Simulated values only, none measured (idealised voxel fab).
voxel trench capacitor: a process module
Section shown: cut. Width: 185 nm. Cell size: 5 nm, square.
A cross-section is written here as square cells arranged in a grid, and it is given in bands from the top down, each band taking up one or more rows of cells. Band: top and bottom heights (nm) first, top before bottom; then materials from left to right, widths in nm. "full width" marks a sole material filling the band edge to edge. "air" denotes empty space. Counting heights begins at 0, where everything beneath is, in the wafer as received, one material. The lowest band has no bottom; it goes on downwards, as "0 -> down" shows. You'd read "30..40" like this: the band's top row of cells is as wide as the first number, its bottom row is as wide as the second, and going down, every row changes width by the same amount as the row before did. Basically "identical to before" means that step didn't change any cell in the cross-section. Any empty space of 8 cells or more lacking an open way to the top shows up in "Voids, fully enclosed" as width x height at distance, distance from the left edge, in nm. Anything after a step's settings on that line? It's the simulator's own note about the step. Among the settings permitted on a step's line is "overlay nm"; applied to a step with a mask, it specifies the extent to which the mask lay to the right of its planned position, whereas a negative figure signifies a position to the left.
-- The following list gives the planned process steps
1. RECEIVE,material Si
2. CONFORMAL_DEP,material SiN,thk nm 10
3. DIRECTIONAL_DEP,material aC,thk nm 15
4. PATTERN,tone open,mask id TRENCH,material resist,width nm 30,pitch nm 50,thk nm 35,overlay nm 0
5. DIRECTIONAL_ETCH,etch materials aC,depth nm 15
6. STRIP,etch materials resist
7. DIRECTIONAL_ETCH,etch materials SiN,depth nm 10
8. DIRECTIONAL_ETCH,etch materials Si,depth nm 25
9. STRIP,etch materials aC
10. CONFORMAL_DEP,material Al2O3,thk nm 5
11. CONFORMAL_DEP,material TiN,thk nm 5
12. FILL_DEP,material W,thk nm 5
13. CMP,height nm 10
-- Cross-section, incoming material, after step 1
	0 -> down: Si full width
	Voids, fully enclosed: none
-- Cross-section taken at module completion on the first of two wafers; processed per the plan
	10 -> 0: 50 SiN; 5 Al2O3; 5 TiN; 10 W; 5 TiN; 5 Al2O3; 20 SiN; 5 Al2O3; 5 TiN; 10 W; 5 TiN; 5 Al2O3; 55 SiN
	0 -> -15: 50 Si; 5 Al2O3; 5 TiN; 10 W; 5 TiN; 5 Al2O3; 20 Si; 5 Al2O3; 5 TiN; 10 W; 5 TiN; 5 Al2O3; 55 Si
	-15 -> -20: 50 Si; 5 Al2O3; 20 TiN; 5 Al2O3; 20 Si; 5 Al2O3; 20 TiN; 5 Al2O3; 55 Si
	-20 -> -25: 50 Si; 30 Al2O3; 20 Si; 30 Al2O3; 55 Si
	-25 -> down: Si full width
	Voids, fully enclosed: none
-- Wafer two (of two), end-of-module cross-section: start = wafer one, plan = wafer one, one run mistake
	10 -> 0: 50 SiN; 5 Al2O3; 5 TiN; 10 W; 5 TiN; 5 Al2O3; 20 SiN; 5 Al2O3; 5 TiN; 10 W; 5 TiN; 5 Al2O3; 55 SiN
	0 -> -40: 50 Si; 5 Al2O3; 5 TiN; 10 W; 5 TiN; 5 Al2O3; 20 Si; 5 Al2O3; 5 TiN; 10 W; 5 TiN; 5 Al2O3; 55 Si
	-40 -> -45: 50 Si; 5 Al2O3; 20 TiN; 5 Al2O3; 20 Si; 5 Al2O3; 20 TiN; 5 Al2O3; 55 Si
	-45 -> -50: 50 Si; 30 Al2O3; 20 Si; 30 Al2O3; 55 Si
	-50 -> down: Si full width
	Voids, fully enclosed: none
Short version of what went wrong: twice, step 8 of the plan was run
It is noted that, at the conclusion of processing, the second wafer exhibits a higher or lower cell count for certain materials relative to the first: 20 more of Al2O3, 60 fewer of Si, 20 more of TiN, 20 more of W
